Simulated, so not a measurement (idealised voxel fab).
process module | voxel wiring stack
cross-section cut | 230 nm wide | cells 5 nm
A cross-section is a grid of square cells, given in bands from the top down. A band is one or more rows of cells.
Each band's line starts with the height of the band's top and of its bottom, in nm. Then come its materials from left to right, each with its width in nm. One material with "throughout" fills the band from edge to edge. "air" is empty space.
Height 0 is the level under which the wafer as received is all one material. The lowest band goes on downwards, as in "0 down".
A width such as "30 to 40" changes by the same amount from each row of cells to the next, from the band's top row to its bottom row.
"no change" after a step means that no cell of the cross-section changed.
closed voids: empty space of 8 cells or more with no open way to the top, each as width x height at its distance from the left edge, in nm
after a step's settings: what the simulator itself notes on the step
overlay nm, on a step with a mask: how far to the right of its planned place the mask lay; to the left if negative
plan
1 op RECEIVE | material Si
2 op CONFORMAL_DEP | material SiO2 | thk nm 10
3 op DIRECTIONAL_DEP | material TiN | thk nm 5
4 op DIRECTIONAL_DEP | material W | thk nm 25
5 op DIRECTIONAL_DEP | material aC | thk nm 15
6 op PATTERN | tone cover | mask id METAL_1 | material resist | width nm 20 | pitch nm 45 | thk nm 35 | overlay nm 0
7 op DIRECTIONAL_ETCH | etch materials aC | depth nm 15
8 op STRIP | etch materials resist
9 op DIRECTIONAL_ETCH | etch materials W | depth nm 25
10 op DIRECTIONAL_ETCH | etch materials TiN | depth nm 5
11 op STRIP | etch materials aC
12 op CONFORMAL_DEP | material SiCN | thk nm 5
13 op FILL_DEP | material lowk | thk nm 5
14 op CMP | height nm 40
15 op CONFORMAL_DEP | material SiCN | thk nm 5
16 op DIRECTIONAL_DEP | material SiO2 | thk nm 25
17 op MASKED_ETCH | tone open | mask id METAL_2 | width nm 20 | pitch nm 45 | etch materials SiO2 | depth nm 15 | overlay nm 0
18 op PATTERN | tone open | mask id METAL_2_HOLES | material resist | width nm 15 | pitch nm 90 | thk nm 15 | overlay nm 0
19 op DIRECTIONAL_ETCH | etch materials SiO2 | depth nm 10
20 op DIRECTIONAL_ETCH | etch materials SiCN | depth nm 5
21 op STRIP | etch materials resist
22 op CONFORMAL_DEP | material TiN | thk nm 5
23 op FILL_DEP | material Cu | thk nm 5
24 op CMP | height nm 70
25 op CONFORMAL_DEP | material SiCN | thk nm 5
as received, after step 1
  0 down: Si throughout
  closed voids: none
a wafer at the end: this start, this plan, one mistake
  75 to 70: SiCN throughout
  70 to 65: SiCN 35 | TiN 15 | SiCN 75 | TiN 15 | SiCN 90
  65 to 40: SiO2 throughout
  40 to 15: lowk 30 | SiCN 5 | W 20 | SiCN 5 | lowk 15 | SiCN 5 | W 20 | SiCN 5 | lowk 15 | SiCN 5 | W 20 | SiCN 5 | lowk 15 | SiCN 5 | W 20 | SiCN 5 | lowk 35
  15 to 10: SiCN 35 | TiN 20 | SiCN 25 | TiN 20 | SiCN 25 | TiN 20 | SiCN 25 | TiN 20 | SiCN 40
  10 to 0: SiO2 throughout
  0 down: Si throughout
  closed voids: none
what went wrong: steps 15 and 16 were swapped
